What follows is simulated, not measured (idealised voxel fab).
Title: Process Module voxel transistor to metal
Shown is cross-section cut, with a width of 190 nm and square cells of size 5 nm.
In this document a cross-section is written as a grid of square cells. It is given as a series of bands, listed from the top down, and a band is one or more rows of cells.
The entry gives the band's vertical extent as a top height and a bottom height in nm, then its horizontal make-up as materials from left to right, each with a width in nm. "blank" stands for empty space; a single material marked "throughout" fills the band edge to edge.
Note: height 0 marks the level under which the wafer is uniformly one material as received. Lowest band unbounded below, written "0 nm and below".
With a width like "30 to 40", each row of cells in the band differs from the next by the same amount, the top row carrying the first number and the bottom row the second.
Step marked "nothing altered"? Then no cell in the cross-section changed in it.
"Closed void inventory" contains a list of empty spaces, each no smaller than 8 cells and without an open way to the top, written in the form width x height at distance with the distance from the left edge and all three in nm.
On each step's line, the part that comes after the settings is the simulator's own comment on the step.
The "overlay nm" setting may appear on a step's line; for a step that uses a mask, it gives how far to the right of its planned position the mask lay, and a negative value indicates the left.

### Planned process steps
- 1: RECEIVE | material Si
- 2: CONFORMAL_DEP | material SiO2 | thk nm 5
- 3: CONFORMAL_DEP | material SiN | thk nm 10
- 4: DIRECTIONAL_DEP | material aC | thk nm 10
- 5: PATTERN | tone cover | mask id ACTIVE | material resist | width nm 115 | thk nm 25 | overlay nm 0
- 6: DIRECTIONAL_ETCH | etch materials aC | depth nm 10
- 7: STRIP | etch materials resist
- 8: DIRECTIONAL_ETCH | etch materials SiN | depth nm 10
- 9: DIRECTIONAL_ETCH | etch materials SiO2 | depth nm 5
- 10: DIRECTIONAL_ETCH | etch materials Si | depth nm 35
- 11: STRIP | etch materials aC
- 12: FILL_DEP | material SiO2 | thk nm 5
- 13: CMP | height nm 15
- 14: SELECTIVE_ETCH | etch materials SiO2 | depth nm 10
- 15: STRIP | etch materials SiN
- 16: SELECTIVE_ETCH | etch materials SiO2 | depth nm 5
- 17: OXIDIZE | depth nm 5
- 18: DIRECTIONAL_DEP | material polySi | thk nm 25
- 19: DIRECTIONAL_DEP | material SiCN | thk nm 10
- 20: MASKED_ETCH | tone cover | mask id GATE | width nm 25 | etch materials SiCN | depth nm 20 | overlay nm 0
- 21: MASKED_ETCH | tone cover | mask id GATE | width nm 25 | etch materials polySi | depth nm 35 | overlay nm 0
- 22: CONFORMAL_DEP | material SiN | thk nm 10
- 23: DIRECTIONAL_ETCH | etch materials SiN | depth nm 10
- 24: DIRECTIONAL_ETCH | etch materials SiO2 | depth nm 5
- 25: EPI | material nSi | thk nm 5
- 26: FILL_DEP | material SiO2 | thk nm 10
- 27: CMP | height nm 25
- 28: STRIP | etch materials polySi
- 29: SELECTIVE_ETCH | etch materials SiO2 | depth nm 5
- 30: CONFORMAL_DEP | material HfO2 | thk nm 5
- 31: CONFORMAL_DEP | material TiN | thk nm 5
- 32: FILL_DEP | material W | thk nm 5
- 33: CMP | height nm 20
- 34: DIRECTIONAL_DEP | material SiO2 | thk nm 10
- 35: PATTERN | tone open | mask id CONTACT | material resist | width nm 20 | pitch nm 75 | thk nm 20 | overlay nm 0
- 36: DIRECTIONAL_ETCH | etch materials SiO2 | depth nm 20
- 37: STRIP | etch materials resist
- 38: CONFORMAL_DEP | material TiN | thk nm 5
- 39: FILL_DEP | material W | thk nm 10
- 40: CMP | height nm 30
- 41: DIRECTIONAL_DEP | material TiN | thk nm 5
- 42: DIRECTIONAL_DEP | material Ru | thk nm 15
- 43: PATTERN | tone cover | mask id METAL_1 | material resist | width nm 20 | pitch nm 75 | thk nm 15 | overlay nm 0
- 44: DIRECTIONAL_ETCH | etch materials Ru | depth nm 15
- 45: DIRECTIONAL_ETCH | etch materials TiN | depth nm 5
- 46: STRIP | etch materials resist
- 47: CONFORMAL_DEP | material SiN | thk nm 5
- 48: FILL_DEP | material lowk | thk nm 5
- 49: CMP | height nm 50
- 50: CONFORMAL_DEP | material SiN | thk nm 5
All wafers enter the flow in the same state. The depth nm at step 36 differs from wafer to wafer, and the plan gives the value for the first wafer.

### Here's the first of the wafers in cross-section, just as we got it, i.e. after step 1
* 0 nm and below  Si throughout
* Closed void inventory: none

### Here is the cross-section of the first of several wafers at the end of the module, after its last step, step 50
* 55 nm to 50 nm  SiN throughout
* 50 nm to 35 nm  lowk 40 nm, then SiN 5 nm, then Ru 20 nm, then SiN 5 nm, then lowk 45 nm, then SiN 5 nm, then Ru 20 nm, then SiN 5 nm, then lowk 45 nm
* 35 nm to 30 nm  SiN 45 nm, then TiN 20 nm, then SiN 55 nm, then TiN 20 nm, then SiN 50 nm
* 30 nm to 20 nm  SiO2 45 nm, then TiN 5 nm, then W 10 nm, then TiN 5 nm, then SiO2 55 nm, then TiN 5 nm, then W 10 nm, then TiN 5 nm, then SiO2 50 nm
* 20 nm to 15 nm  SiO2 45 nm, then TiN 5 nm, then W 10 nm, then TiN 5 nm, then SiO2 5 nm, then SiN 10 nm, then HfO2 5 nm, then TiN 5 nm, then W 5 nm, then TiN 5 nm, then HfO2 5 nm, then SiN 10 nm, then SiO2 5 nm, then TiN 5 nm, then W 10 nm, then TiN 5 nm, then SiO2 50 nm
* 15 nm to 10 nm  SiO2 45 nm, then TiN 20 nm, then SiO2 5 nm, then SiN 10 nm, then HfO2 5 nm, then TiN 5 nm, then W 5 nm, then TiN 5 nm, then HfO2 5 nm, then SiN 10 nm, then SiO2 5 nm, then TiN 20 nm, then SiO2 50 nm
* 10 nm to 5 nm  SiO2 70 nm, then SiN 10 nm, then HfO2 5 nm, then TiN 5 nm, then W 5 nm, then TiN 5 nm, then HfO2 5 nm, then SiN 10 nm, then SiO2 75 nm
* 5 nm to 0 nm  SiO2 70 nm, then SiN 10 nm, then HfO2 5 nm, then TiN 15 nm, then HfO2 5 nm, then SiN 10 nm, then SiO2 75 nm
* 0 nm to -5 nm  SiO2 30 nm, then nSi 40 nm, then SiO2 5 nm, then HfO2 35 nm, then SiO2 5 nm, then nSi 40 nm, then SiO2 35 nm
* -5 nm to -35 nm  SiO2 35 nm, then Si 115 nm, then SiO2 40 nm
* -35 nm and below  Si throughout
* Closed void inventory: none

### The last wafer as seen in cross-section at the end of the module
* 55 nm to 50 nm  SiN throughout
* 50 nm to 35 nm  lowk 40 nm, then SiN 5 nm, then Ru 20 nm, then SiN 5 nm, then lowk 45 nm, then SiN 5 nm, then Ru 20 nm, then SiN 5 nm, then lowk 45 nm
* 35 nm to 30 nm  SiN 45 nm, then TiN 20 nm, then SiN 55 nm, then TiN 20 nm, then SiN 50 nm
* 30 nm to 20 nm  SiO2 45 nm, then TiN 5 nm, then W 10 nm, then TiN 5 nm, then SiO2 55 nm, then TiN 5 nm, then W 10 nm, then TiN 5 nm, then SiO2 50 nm
* 20 nm to 5 nm  SiO2 45 nm, then TiN 5 nm, then W 10 nm, then TiN 5 nm, then SiO2 5 nm, then SiN 10 nm, then HfO2 5 nm, then TiN 5 nm, then W 5 nm, then TiN 5 nm, then HfO2 5 nm, then SiN 10 nm, then SiO2 5 nm, then TiN 5 nm, then W 10 nm, then TiN 5 nm, then SiO2 50 nm
* 5 nm to 0 nm  SiO2 45 nm, then TiN 20 nm, then SiO2 5 nm, then SiN 10 nm, then HfO2 5 nm, then TiN 15 nm, then HfO2 5 nm, then SiN 10 nm, then SiO2 5 nm, then TiN 20 nm, then SiO2 50 nm
* 0 nm to -5 nm  SiO2 30 nm, then nSi 40 nm, then SiO2 5 nm, then HfO2 35 nm, then SiO2 5 nm, then nSi 40 nm, then SiO2 35 nm
* -5 nm to -35 nm  SiO2 35 nm, then Si 115 nm, then SiO2 40 nm
* -35 nm and below  Si throughout
* Closed void inventory: none

### Row per wafer, end-of-module: cell gain (+)/loss (-) by material since the wafer came in, then closed voids
depth nm 20, +15 HfO2, +24 Ru, -128 Si, +96 SiN, +265 SiO2, +37 TiN, +15 W, +78 lowk, +16 nSi, Closed void inventory: none
depth nm 25, +15 HfO2, +24 Ru, -128 Si, +96 SiN, +257 SiO2, +41 TiN, +19 W, +78 lowk, +16 nSi, Closed void inventory: none
depth nm 30, +15 HfO2, +24 Ru, -128 Si, +96 SiN, +249 SiO2, +45 TiN, +23 W, +78 lowk, +16 nSi, Closed void inventory: none
depth nm 35, +15 HfO2, +24 Ru, -128 Si, +96 SiN, +249 SiO2, +45 TiN, +23 W, +78 lowk, +16 nSi, Closed void inventory: none
depth nm 40, +15 HfO2, +24 Ru, -128 Si, +96 SiN, +249 SiO2, +45 TiN, +23 W, +78 lowk, +16 nSi, Closed void inventory: none
depth nm 45, +15 HfO2, +24 Ru, -128 Si, +96 SiN, +249 SiO2, +45 TiN, +23 W, +78 lowk, +16 nSi, Closed void inventory: none
